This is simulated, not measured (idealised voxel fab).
The document below concerns the process module designated voxel trench capacitor.
Displayed cross-section: cut, width of 290 nm, square cells sized 5 nm.
Throughout this document, each cross-section is represented as a grid of square cells and is presented as a sequence of bands enumerated from the top downward, where a band comprises one or more rows of cells.
Look at the band entry: it leads with the top's height and the bottom's height in nm. Then it lists the materials left to right, with a width in nm for each. The word "throughout" on a single material says that material fills the band edge to edge. The word "blank" is empty space.
All heights in this document are referenced to 0, defined as the level beneath which the wafer, as received, consists entirely of one material. The lowest band is not bounded below; it extends indefinitely downward and is written in the form "top 0, no bottom".
Width: "30..40" (first number = top row, second number = bottom row, same change from row to row of cells).
The cross-section has no changed cell in any step marked "same as before".
"Enclosed void list" contains a list of empty spaces, each no smaller than 8 cells and without an open way to the top, written in the form width x height at distance with the distance from the left edge and all three in nm.
Anything after a step's settings on that line? It's the simulator's own note about the step.
You can add "overlay nm" to a step's line. For a step with a mask, it describes how far the mask lay to the right of its planned position, and a negative number describes a lay to the left.
Steps planned for the process
- 1: RECEIVE: material Si
- 2: CONFORMAL_DEP: material SiN, thk nm 10
- 3: PATTERN: tone open, mask id TRENCH, material resist, width nm 15, pitch nm 35, thk nm 15, overlay nm 0
- 4: DIRECTIONAL_ETCH: etch materials SiN, depth nm 5
- 5: DIRECTIONAL_ETCH: etch materials Si, depth nm 25
- 6: STRIP: etch materials resist
- 7: CONFORMAL_DEP: material Al2O3, thk nm 5
- 8: FILL_DEP: material polySi, thk nm 10
- 9: CMP: height nm 10
Every wafer here starts from the same state; it is the step 4 depth nm that distinguishes them, and the value the plan gives belongs to the first wafer.
Cross-section of the first of several received wafers, showing its state after step 1
	top 0, no bottom = Si throughout
	Enclosed void list: none
Cross-sectional representation of the first of several wafers at the end of the module, i.e. after its terminal step, step 9
	top 10, bottom 5 = SiN 100 nm, then Al2O3 15 nm, then SiN 20 nm, then Al2O3 15 nm, then SiN 20 nm, then Al2O3 15 nm, then SiN 105 nm
	top 5, bottom 0 = SiN throughout
	top 0, no bottom = Si throughout
	Enclosed void list: none
End of module, last wafer sectioned
	top 10, bottom 0 = SiN 100 nm, then Al2O3 5 nm, then polySi 5 nm, then Al2O3 5 nm, then SiN 20 nm, then Al2O3 5 nm, then polySi 5 nm, then Al2O3 5 nm, then SiN 20 nm, then Al2O3 5 nm, then polySi 5 nm, then Al2O3 5 nm, then SiN 105 nm
	top 0, bottom -20 = Si 100 nm, then Al2O3 5 nm, then polySi 5 nm, then Al2O3 5 nm, then Si 20 nm, then Al2O3 5 nm, then polySi 5 nm, then Al2O3 5 nm, then Si 20 nm, then Al2O3 5 nm, then polySi 5 nm, then Al2O3 5 nm, then Si 105 nm
	top -20, bottom -25 = Si 100 nm, then Al2O3 15 nm, then Si 20 nm, then Al2O3 15 nm, then Si 20 nm, then Al2O3 15 nm, then Si 105 nm
	top -25, no bottom = Si throughout
	Enclosed void list: none
Below, a row for every wafer. Read it as the end-of-module picture: for each material the wafer shows its cells gained (+) or lost (-) since it was received, and then its closed voids
depth nm 5 | +9 Al2O3 | +107 SiN | Enclosed void list: none
depth nm 10 | +45 Al2O3 | -45 Si | +98 SiN | +18 polySi | Enclosed void list: none
depth nm 15 | +45 Al2O3 | -45 Si | +98 SiN | +18 polySi | Enclosed void list: none
depth nm 20 | +45 Al2O3 | -45 Si | +98 SiN | +18 polySi | Enclosed void list: none
depth nm 25 | +45 Al2O3 | -45 Si | +98 SiN | +18 polySi | Enclosed void list: none
